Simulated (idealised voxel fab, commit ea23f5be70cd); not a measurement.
Process module, titled voxel capacitor over wiring
It is cross-section cut that appears here, measuring 280 nm in width, its square cells being 5 nm in size.
In what follows, cross-sections appear as grids of square cells, described through bands that run from the top down, where every band is one or more rows of cells.
Band: top height; bottom height; in nm. Then, left to right: material with width in nm, for each material. "everywhere": a single material spanning edge to edge. "air": empty space.
Beneath 0, the wafer as received is one material, and that level is where height counting begins. The lowest band goes on downward without a bottom; it is written like "0 -> down".
A width given as "30..40" starts at the first number in the band's top row and ends at the second number in its bottom row, shifting by an equal amount at every step from row to row.
The cross-section has no changed cell in any step marked "no change occurred".
"Sealed internal cavities" lists enclosed empty spaces (at least 8 cells, no open path upward to the top), each as width x height at distance from the left edge, in nm.
On a step's line, text after the settings is the simulator commenting on that step.
For masked steps, "overlay nm" on the step line gives how far right of plan the mask actually lay; a minus sign means it lay to the left.

THE PROCESS STEPS THAT WERE PLANNED ARE LISTED BELOW
1 RECEIVE with material Si
2 CONFORMAL_DEP with material SiO2, thk nm 10
3 CONFORMAL_DEP with material SiN, thk nm 5
4 DIRECTIONAL_DEP with material lowk, thk nm 25
5 PATTERN with tone open, mask id METAL_1, material resist, width nm 30, pitch nm 80, thk nm 20, overlay nm 0
6 DIRECTIONAL_ETCH with etch materials lowk, depth nm 25
7 DIRECTIONAL_ETCH with etch materials SiN, depth nm 5
8 STRIP with etch materials resist
9 CONFORMAL_DEP with material TiN, thk nm 5
10 FILL_DEP with material Cu, thk nm 10
11 CMP with height nm 40
12 CONFORMAL_DEP with material SiCN, thk nm 5
13 DIRECTIONAL_DEP with material lowk, thk nm 20
14 DIRECTIONAL_DEP with material aC, thk nm 15
15 PATTERN with tone open, mask id PLUG_1, material resist, width nm 15, thk nm 35, overlay nm 0
16 DIRECTIONAL_ETCH with etch materials aC, depth nm 15
17 STRIP with etch materials resist
18 DIRECTIONAL_ETCH with etch materials lowk, depth nm 20
19 DIRECTIONAL_ETCH with etch materials SiCN, depth nm 5
20 STRIP with etch materials aC
21 CONFORMAL_DEP with material TiN, thk nm 5
22 FILL_DEP with material Ru, thk nm 10
23 CMP with height nm 65
24 DIRECTIONAL_DEP with material TiN, thk nm 10
25 DIRECTIONAL_DEP with material HfO2, thk nm 5
26 DIRECTIONAL_DEP with material TiN, thk nm 5
27 PATTERN with tone cover, mask id UPPER_PLATE, material resist, width nm 55, thk nm 15, overlay nm 0
28 DIRECTIONAL_ETCH with etch materials TiN, depth nm 5
29 DIRECTIONAL_ETCH with etch materials HfO2, depth nm 5
30 STRIP with etch materials resist
31 PATTERN with tone cover, mask id LOWER_PLATE, material resist, width nm 65, thk nm 15, overlay nm 0
32 DIRECTIONAL_ETCH with etch materials TiN, depth nm 10
33 STRIP with etch materials resist
34 FILL_DEP with material SiO2, thk nm 20
35 CMP with height nm 100
36 PATTERN with tone open, mask id PLUG_2, material resist, width nm 15, thk nm 20, overlay nm 0
37 DIRECTIONAL_ETCH with etch materials SiO2, depth nm 15
38 STRIP with etch materials resist
39 CONFORMAL_DEP with material TiN, thk nm 5
40 FILL_DEP with material Ru, thk nm 10
41 CMP with height nm 100
42 CONFORMAL_DEP with material SiN, thk nm 5

SO THIS IS THE INCOMING WAFER IN CROSS-SECTION - IT'S ALREADY BEEN THROUGH STEP 1
0 -> down | Si everywhere
Sealed internal cavities: none

THE FOLLOWING CROSS-SECTION DEPICTS THE WAFER UPON CONCLUSION OF THE MODULE. PROCESSING COMMENCED FROM THE STARTING CONDITION ILLUSTRATED ABOVE AND ADHERED TO THE PLAN ILLUSTRATED ABOVE, SAVE FOR ONE MISTAKE IN EXECUTION
105 -> 100 | SiN everywhere
100 -> 90 | SiO2 110, then TiN 5, then Ru 5, then TiN 5, then SiO2 155
90 -> 80 | SiO2 110..100, then TiN 15..55, then SiO2 155..125
80 -> 75 | SiO2 100, then HfO2 55, then SiO2 125
75 -> 65 | SiO2 95, then TiN 65, then SiO2 120
65 -> 60 | lowk 100, then TiN 5, then Ru 5, then TiN 5, then lowk 165
60 -> 55 | SiCN 100, then TiN 15, then SiCN 165
55 -> 45 | Cu everywhere
45 -> 40 | TiN 90, then Cu 20, then TiN 60, then Cu 20, then TiN 90
40 -> 15 | lowk 85, then TiN 5, then Cu 20, then TiN 5, then lowk 50, then TiN 5, then Cu 20, then TiN 5, then lowk 85
15 -> 10 | SiN 85, then TiN 30, then SiN 50, then TiN 30, then SiN 85
10 -> 0 | SiO2 everywhere
0 -> down | Si everywhere
Sealed internal cavities: none
What broke from the plan during processing? step 11 of the plan: omitted, not performed
